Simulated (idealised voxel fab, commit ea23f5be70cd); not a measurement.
Herein follows the process module entitled voxel self aligned vias.
Section shown: cut. Width: 295 nm. Cell size: 5 nm, square.
Cross-section, as written here: a square-cell grid given band by band from the top down, where a band holds one or more rows of cells. Heads up on the band format: heights come first, top then bottom, in nm. After that it's the materials left to right, each with its width in nm. A single material flagged "everywhere" fills the whole band edge to edge, and "empty" means there's empty space there. Height datum 0, below which the as-received substrate wafer is one material. Lowest band open at the bottom, running downward: "0 nm and below". It should be noted that a width expressed as "30 to 40" varies in equal increments from row to row of cells within the band, taking the value of the first number at the top row and that of the second number at the bottom row. It should be understood that the words "no change", when stated for a given step, signify that the cross-section underwent no change in any of its cells during that step. Look at "Enclosed internal voids" for the closed voids: empty spaces with no open path to the top, sized 8 cells or up. Each is width x height at distance, distance from the left edge, all nm. That trailing text on a step's line, after the settings, is the simulator's own remark on the step. What "overlay nm" on a step's line means: if the step has a mask, that mask lay this far to the right of its planned place, or, when the value is negative, to the left.

## Steps in the process plan
1: RECEIVE, material Si
2: CONFORMAL_DEP, material SiO2, thk nm 15
3: CONFORMAL_DEP, material SiCN, thk nm 5
4: DIRECTIONAL_DEP, material lowk, thk nm 25
5: DIRECTIONAL_DEP, material aC, thk nm 15
6: PATTERN, tone open, mask id LINES, material resist, width nm 25, pitch nm 60, thk nm 30, overlay nm 0
7: DIRECTIONAL_ETCH, etch materials aC, depth nm 15
8: STRIP, etch materials resist
9: DIRECTIONAL_ETCH, etch materials lowk, depth nm 25
10: STRIP, etch materials aC
11: CONFORMAL_DEP, material TiN, thk nm 5
12: FILL_DEP, material Ru, thk nm 10
13: CMP, height nm 45
14: SELECTIVE_ETCH, etch materials W Ru TiN, depth nm 5
15: FILL_DEP, material SiN, thk nm 5
16: CMP, height nm 45
17: DIRECTIONAL_DEP, material lowk, thk nm 15
18: PATTERN, tone open, mask id VIAS, material resist, width nm 45, pitch nm 60, thk nm 15, overlay nm 0
19: DIRECTIONAL_ETCH, etch materials lowk, depth nm 15
20: DIRECTIONAL_ETCH, etch materials SiN, depth nm 5
21: STRIP, etch materials resist
22: CONFORMAL_DEP, material TiN, thk nm 5
23: FILL_DEP, material Ru, thk nm 10
24: CMP, height nm 60
25: CONFORMAL_DEP, material SiN, thk nm 5

## First wafer, two in total, run as planned

## Cross-section of the wafer at receipt, which is the condition after step 1
0 nm and below | Si everywhere
Enclosed internal voids: none

## The wafer, seen in cross-section, after step 2
15 nm to 0 nm | SiO2 everywhere
below 0: unchanged

## The wafer, seen in cross-section, after step 3
20 nm to 15 nm | SiCN everywhere
below 15: unchanged

## The wafer, seen in cross-section, after step 4
45 nm to 20 nm | lowk everywhere
below 20: unchanged

## The wafer, seen in cross-section, after step 5
60 nm to 45 nm | aC everywhere
below 45: unchanged

## The wafer, seen in cross-section, after step 6
90 nm to 60 nm | resist=75 / empty=25 / resist=35 / empty=25 / resist=35 / empty=25 / resist=75
below 60: unchanged

## The wafer, seen in cross-section, after step 7
75 nm to 60 nm | resist=75 / empty=25 / resist=35 / empty=25 / resist=35 / empty=25 / resist=75
60 nm to 45 nm | aC=75 / empty=25 / aC=35 / empty=25 / aC=35 / empty=25 / aC=75
below 45: unchanged

## The wafer, seen in cross-section, after step 8
60 nm to 45 nm | aC=75 / empty=25 / aC=35 / empty=25 / aC=35 / empty=25 / aC=75
below 45: unchanged

## The wafer, seen in cross-section, after step 9
60 nm to 45 nm | aC=75 / empty=25 / aC=35 / empty=25 / aC=35 / empty=25 / aC=75
45 nm to 20 nm | lowk=75 / empty=25 / lowk=35 / empty=25 / lowk=35 / empty=25 / lowk=75
below 20: unchanged

## The wafer, seen in cross-section, after step 10
45 nm to 20 nm | lowk=75 / empty=25 / lowk=35 / empty=25 / lowk=35 / empty=25 / lowk=75
below 20: unchanged

## The wafer, seen in cross-section, after step 11
50 nm to 45 nm | TiN=80 / empty=15 / TiN=45 / empty=15 / TiN=45 / empty=15 / TiN=80
45 nm to 25 nm | lowk=75 / TiN=5 / empty=15 / TiN=5 / lowk=35 / TiN=5 / empty=15 / TiN=5 / lowk=35 / TiN=5 / empty=15 / TiN=5 / lowk=75
25 nm to 20 nm | lowk=75 / TiN=25 / lowk=35 / TiN=25 / lowk=35 / TiN=25 / lowk=75
below 20: unchanged

## The wafer, seen in cross-section, after step 12
60 nm to 50 nm | Ru everywhere
50 nm to 45 nm | TiN=80 / Ru=15 / TiN=45 / Ru=15 / TiN=45 / Ru=15 / TiN=80
45 nm to 25 nm | lowk=75 / TiN=5 / Ru=15 / TiN=5 / lowk=35 / TiN=5 / Ru=15 / TiN=5 / lowk=35 / TiN=5 / Ru=15 / TiN=5 / lowk=75
below 25: unchanged

## The wafer, seen in cross-section, after step 13
45 nm to 25 nm | lowk=75 / TiN=5 / Ru=15 / TiN=5 / lowk=35 / TiN=5 / Ru=15 / TiN=5 / lowk=35 / TiN=5 / Ru=15 / TiN=5 / lowk=75
below 25: unchanged

## The wafer, seen in cross-section, after step 14
45 nm to 40 nm | lowk=75 / empty=25 / lowk=35 / empty=25 / lowk=35 / empty=25 / lowk=75
below 40: unchanged

## The wafer, seen in cross-section, after step 15
50 nm to 45 nm | SiN everywhere
45 nm to 40 nm | lowk=75 / SiN=25 / lowk=35 / SiN=25 / lowk=35 / SiN=25 / lowk=75
below 40: unchanged

## The wafer, seen in cross-section, after step 16
45 nm to 40 nm | lowk=75 / SiN=25 / lowk=35 / SiN=25 / lowk=35 / SiN=25 / lowk=75
below 40: unchanged

## The wafer, seen in cross-section, after step 17
60 nm to 45 nm | lowk everywhere
below 45: unchanged

## The wafer, seen in cross-section, after step 18
75 nm to 60 nm | resist=65 / empty=45 / resist=15 / empty=45 / resist=15 / empty=45 / resist=65
below 60: unchanged

## The wafer, seen in cross-section, after step 19
75 nm to 60 nm | resist=65 / empty=45 / resist=15 / empty=45 / resist=15 / empty=45 / resist=65
60 nm to 45 nm | lowk=65 / empty=45 / lowk=15 / empty=45 / lowk=15 / empty=45 / lowk=65
below 45: unchanged

## The wafer, seen in cross-section, after step 20
75 nm to 60 nm | resist=65 / empty=45 / resist=15 / empty=45 / resist=15 / empty=45 / resist=65
60 nm to 45 nm | lowk=65 / empty=45 / lowk=15 / empty=45 / lowk=15 / empty=45 / lowk=65
45 nm to 40 nm | lowk=75 / empty=25 / lowk=35 / empty=25 / lowk=35 / empty=25 / lowk=75
below 40: unchanged

## The wafer, seen in cross-section, after step 21
60 nm to 45 nm | lowk=65 / empty=45 / lowk=15 / empty=45 / lowk=15 / empty=45 / lowk=65
below 45: unchanged

## The wafer, seen in cross-section, after step 22
65 nm to 60 nm | TiN=70 / empty=35 / TiN=25 / empty=35 / TiN=25 / empty=35 / TiN=70
60 nm to 50 nm | lowk=65 / TiN=5 / empty=35 / TiN=5 / lowk=15 / TiN=5 / empty=35 / TiN=5 / lowk=15 / TiN=5 / empty=35 / TiN=5 / lowk=65
50 nm to 45 nm | lowk=65 / TiN=15 / empty=15 / TiN=15 / lowk=15 / TiN=15 / empty=15 / TiN=15 / lowk=15 / TiN=15 / empty=15 / TiN=15 / lowk=65
45 nm to 40 nm | lowk=75 / TiN=25 / lowk=35 / TiN=25 / lowk=35 / TiN=25 / lowk=75
below 40: unchanged

## The wafer, seen in cross-section, after step 23
75 nm to 65 nm | Ru everywhere
65 nm to 60 nm | TiN=70 / Ru=35 / TiN=25 / Ru=35 / TiN=25 / Ru=35 / TiN=70
60 nm to 50 nm | lowk=65 / TiN=5 / Ru=35 / TiN=5 / lowk=15 / TiN=5 / Ru=35 / TiN=5 / lowk=15 / TiN=5 / Ru=35 / TiN=5 / lowk=65
50 nm to 45 nm | lowk=65 / TiN=15 / Ru=15 / TiN=15 / lowk=15 / TiN=15 / Ru=15 / TiN=15 / lowk=15 / TiN=15 / Ru=15 / TiN=15 / lowk=65
below 45: unchanged

## The wafer, seen in cross-section, after step 24
60 nm to 50 nm | lowk=65 / TiN=5 / Ru=35 / TiN=5 / lowk=15 / TiN=5 / Ru=35 / TiN=5 / lowk=15 / TiN=5 / Ru=35 / TiN=5 / lowk=65
below 50: unchanged

## The wafer, seen in cross-section, after step 25
65 nm to 60 nm | SiN everywhere
below 60: unchanged

## Second wafer, same starting conditions and recipe as the first, one mistake in executing it, nothing differs from the first up to and including step 1

## The second wafer in cross-section, at the planned close of step 2
30 nm to 0 nm | SiO2 everywhere
below 0: unchanged

## The second wafer in cross-section, at the planned close of step 3
35 nm to 30 nm | SiCN everywhere
below 30: unchanged

## The second wafer in cross-section, at the planned close of step 4
60 nm to 35 nm | lowk everywhere
below 35: unchanged

## The second wafer in cross-section, at the planned close of step 5
75 nm to 60 nm | aC everywhere
below 60: unchanged

## The second wafer in cross-section, at the planned close of step 6
105 nm to 75 nm | resist=75 / empty=25 / resist=35 / empty=25 / resist=35 / empty=25 / resist=75
below 75: unchanged

## The second wafer in cross-section, at the planned close of step 7
90 nm to 75 nm | resist=75 / empty=25 / resist=35 / empty=25 / resist=35 / empty=25 / resist=75
75 nm to 60 nm | aC=75 / empty=25 / aC=35 / empty=25 / aC=35 / empty=25 / aC=75
below 60: unchanged

## The second wafer in cross-section, at the planned close of step 8
75 nm to 60 nm | aC=75 / empty=25 / aC=35 / empty=25 / aC=35 / empty=25 / aC=75
below 60: unchanged

## The second wafer in cross-section, at the planned close of step 9
75 nm to 60 nm | aC=75 / empty=25 / aC=35 / empty=25 / aC=35 / empty=25 / aC=75
60 nm to 35 nm | lowk=75 / empty=25 / lowk=35 / empty=25 / lowk=35 / empty=25 / lowk=75
below 35: unchanged

## The second wafer in cross-section, at the planned close of step 10
60 nm to 35 nm | lowk=75 / empty=25 / lowk=35 / empty=25 / lowk=35 / empty=25 / lowk=75
below 35: unchanged

## The second wafer in cross-section, at the planned close of step 11
65 nm to 60 nm | TiN=80 / empty=15 / TiN=45 / empty=15 / TiN=45 / empty=15 / TiN=80
60 nm to 40 nm | lowk=75 / TiN=5 / empty=15 / TiN=5 / lowk=35 / TiN=5 / empty=15 / TiN=5 / lowk=35 / TiN=5 / empty=15 / TiN=5 / lowk=75
40 nm to 35 nm | lowk=75 / TiN=25 / lowk=35 / TiN=25 / lowk=35 / TiN=25 / lowk=75
below 35: unchanged

## The second wafer in cross-section, at the planned close of step 12
75 nm to 65 nm | Ru everywhere
65 nm to 60 nm | TiN=80 / Ru=15 / TiN=45 / Ru=15 / TiN=45 / Ru=15 / TiN=80
60 nm to 40 nm | lowk=75 / TiN=5 / Ru=15 / TiN=5 / lowk=35 / TiN=5 / Ru=15 / TiN=5 / lowk=35 / TiN=5 / Ru=15 / TiN=5 / lowk=75
below 40: unchanged

## The second wafer in cross-section, at the planned close of step 13
45 nm to 40 nm | lowk=75 / TiN=5 / Ru=15 / TiN=5 / lowk=35 / TiN=5 / Ru=15 / TiN=5 / lowk=35 / TiN=5 / Ru=15 / TiN=5 / lowk=75
below 40: unchanged

## The second wafer in cross-section, at the planned close of step 14
45 nm to 40 nm | lowk=75 / empty=25 / lowk=35 / empty=25 / lowk=35 / empty=25 / lowk=75
below 40: unchanged

## The second wafer in cross-section, at the planned close of step 15
50 nm to 45 nm | SiN everywhere
45 nm to 40 nm | lowk=75 / SiN=25 / lowk=35 / SiN=25 / lowk=35 / SiN=25 / lowk=75
below 40: unchanged

## The second wafer in cross-section, at the planned close of step 16
45 nm to 40 nm | lowk=75 / SiN=25 / lowk=35 / SiN=25 / lowk=35 / SiN=25 / lowk=75
below 40: unchanged

## The second wafer in cross-section, at the planned close of step 17
60 nm to 45 nm | lowk everywhere
below 45: unchanged

## The second wafer in cross-section, at the planned close of step 18
75 nm to 60 nm | resist=65 / empty=45 / resist=15 / empty=45 / resist=15 / empty=45 / resist=65
below 60: unchanged

## The second wafer in cross-section, at the planned close of step 19
75 nm to 60 nm | resist=65 / empty=45 / resist=15 / empty=45 / resist=15 / empty=45 / resist=65
60 nm to 45 nm | lowk=65 / empty=45 / lowk=15 / empty=45 / lowk=15 / empty=45 / lowk=65
below 45: unchanged

## The second wafer in cross-section, at the planned close of step 20
75 nm to 60 nm | resist=65 / empty=45 / resist=15 / empty=45 / resist=15 / empty=45 / resist=65
60 nm to 45 nm | lowk=65 / empty=45 / lowk=15 / empty=45 / lowk=15 / empty=45 / lowk=65
45 nm to 40 nm | lowk=75 / empty=25 / lowk=35 / empty=25 / lowk=35 / empty=25 / lowk=75
below 40: unchanged

## The second wafer in cross-section, at the planned close of step 21
60 nm to 45 nm | lowk=65 / empty=45 / lowk=15 / empty=45 / lowk=15 / empty=45 / lowk=65
below 45: unchanged

## The second wafer in cross-section, at the planned close of step 22
65 nm to 60 nm | TiN=70 / empty=35 / TiN=25 / empty=35 / TiN=25 / empty=35 / TiN=70
60 nm to 50 nm | lowk=65 / TiN=5 / empty=35 / TiN=5 / lowk=15 / TiN=5 / empty=35 / TiN=5 / lowk=15 / TiN=5 / empty=35 / TiN=5 / lowk=65
50 nm to 45 nm | lowk=65 / TiN=15 / empty=15 / TiN=15 / lowk=15 / TiN=15 / empty=15 / TiN=15 / lowk=15 / TiN=15 / empty=15 / TiN=15 / lowk=65
45 nm to 35 nm | lowk=75 / TiN=25 / lowk=35 / TiN=25 / lowk=35 / TiN=25 / lowk=75
below 35: unchanged

## The second wafer in cross-section, at the planned close of step 23
75 nm to 65 nm | Ru everywhere
65 nm to 60 nm | TiN=70 / Ru=35 / TiN=25 / Ru=35 / TiN=25 / Ru=35 / TiN=70
60 nm to 50 nm | lowk=65 / TiN=5 / Ru=35 / TiN=5 / lowk=15 / TiN=5 / Ru=35 / TiN=5 / lowk=15 / TiN=5 / Ru=35 / TiN=5 / lowk=65
50 nm to 45 nm | lowk=65 / TiN=15 / Ru=15 / TiN=15 / lowk=15 / TiN=15 / Ru=15 / TiN=15 / lowk=15 / TiN=15 / Ru=15 / TiN=15 / lowk=65
below 45: unchanged

## The second wafer in cross-section, at the planned close of step 24
60 nm to 50 nm | lowk=65 / TiN=5 / Ru=35 / TiN=5 / lowk=15 / TiN=5 / Ru=35 / TiN=5 / lowk=15 / TiN=5 / Ru=35 / TiN=5 / lowk=65
below 50: unchanged

## The second wafer in cross-section, at the planned close of step 25
65 nm to 60 nm | SiN everywhere
below 60: unchanged
Plan not followed: step 2, plan: ran twice
Upon completion, the second wafer contains, in terms of cells, a greater or smaller amount of certain materials than the first wafer: Ru: 27 fewer, SiO2: 177 more, TiN: 18 fewer, lowk: 132 fewer
